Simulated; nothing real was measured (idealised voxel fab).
process module | voxel released beams
FYI the section here is cut, 245 nm wide, cells are 5 nm squares.
How to read a cross-section here: the picture is a grid of square cells, written as bands going from the top down, and any band can span one or more rows of cells.
Look at the band entry: it leads with the top's height and the bottom's height in nm. Then it lists the materials left to right, with a width in nm for each. The word "everywhere" on a single material says that material fills the band edge to edge. The word "blank" is empty space.
Ref level 0: as-received wafer is one material below here. Bottom band extends down with no lower bound ("from 0 down").
A width given as "30->40" starts at the first number in the band's top row and ends at the second number in its bottom row, shifting by an equal amount at every step from row to row.
Step marked "stayed the same"? Then no cell in the cross-section changed in it.
Any empty space of 8 cells or more lacking an open way to the top shows up in "Enclosed voids" as width x height at distance, distance from the left edge, in nm.
The remark found on a step's line after its settings is issued by the simulator itself and pertains to that step.
A step line may carry the setting "overlay nm", which, for steps involving a mask, states the distance by which the mask lay to the right of its intended position; negative values denote displacement to the left.
**The steps planned for the process are as follows**
1 RECEIVE,material Si
2 CONFORMAL_DEP,material SiN,thk nm 5
3 DIRECTIONAL_DEP,material SiO2,thk nm 10
4 DIRECTIONAL_DEP,material aC,thk nm 15
5 PATTERN,tone open,mask id ANCHOR,material resist,width nm 35,thk nm 35,overlay nm 0
6 DIRECTIONAL_ETCH,etch materials aC,depth nm 15
7 STRIP,etch materials resist
8 DIRECTIONAL_ETCH,etch materials SiO2,depth nm 10
9 STRIP,etch materials aC
10 CONFORMAL_DEP,material polySi,thk nm 15
11 PATTERN,tone cover,mask id BEAM,material resist,width nm 100,thk nm 15,overlay nm 0
12 DIRECTIONAL_ETCH,etch materials polySi,depth nm 15
13 STRIP,etch materials resist
14 STRIP,etch materials SiO2
What sets these wafers apart? The width nm at step 11. They all start alike, and the plan carries the first wafer's value.
**As-received state after step 1, first of several wafers, cross-section**
	from 0 down  Si everywhere
	Enclosed voids: none
**Wafer cross-section (first of several) - module end, post step 14 (last step)**
	from 30 to 20  70 of blank, 15 of polySi, 5 of blank, 80 of polySi, 75 of blank
	from 20 to 15  70 of blank, 100 of polySi, 75 of blank
	from 15 to 5  70 of blank, 35 of polySi, 140 of blank
	from 5 to 0  SiN everywhere
	from 0 down  Si everywhere
	Enclosed voids: none
**Last wafer of the set, cross-sectioned at end of module**
	from 30 to 20  60 of blank, 25 of polySi, 5 of blank, 95 of polySi, 60 of blank
	from 20 to 15  60 of blank, 125 of polySi, 60 of blank
	from 15 to 5  70 of blank, 35 of polySi, 140 of blank
	from 5 to 0  SiN everywhere
	from 0 down  Si everywhere
	Enclosed voids: none
**Here is how to read the rows: every wafer has a row, and it shows the wafer at the end of the module, giving for each material how many cells were gained (+) or lost (-) since the wafer was received, then listing its closed voids**
width nm 100 | +49 SiN | +72 polySi | Enclosed voids: none
width nm 105 | +49 SiN | +75 polySi | Enclosed voids: none
width nm 110 | +49 SiN | +78 polySi | Enclosed voids: none
width nm 115 | +49 SiN | +81 polySi | Enclosed voids: none
width nm 120 | +49 SiN | +84 polySi | Enclosed voids: none
width nm 125 | +49 SiN | +87 polySi | Enclosed voids: none
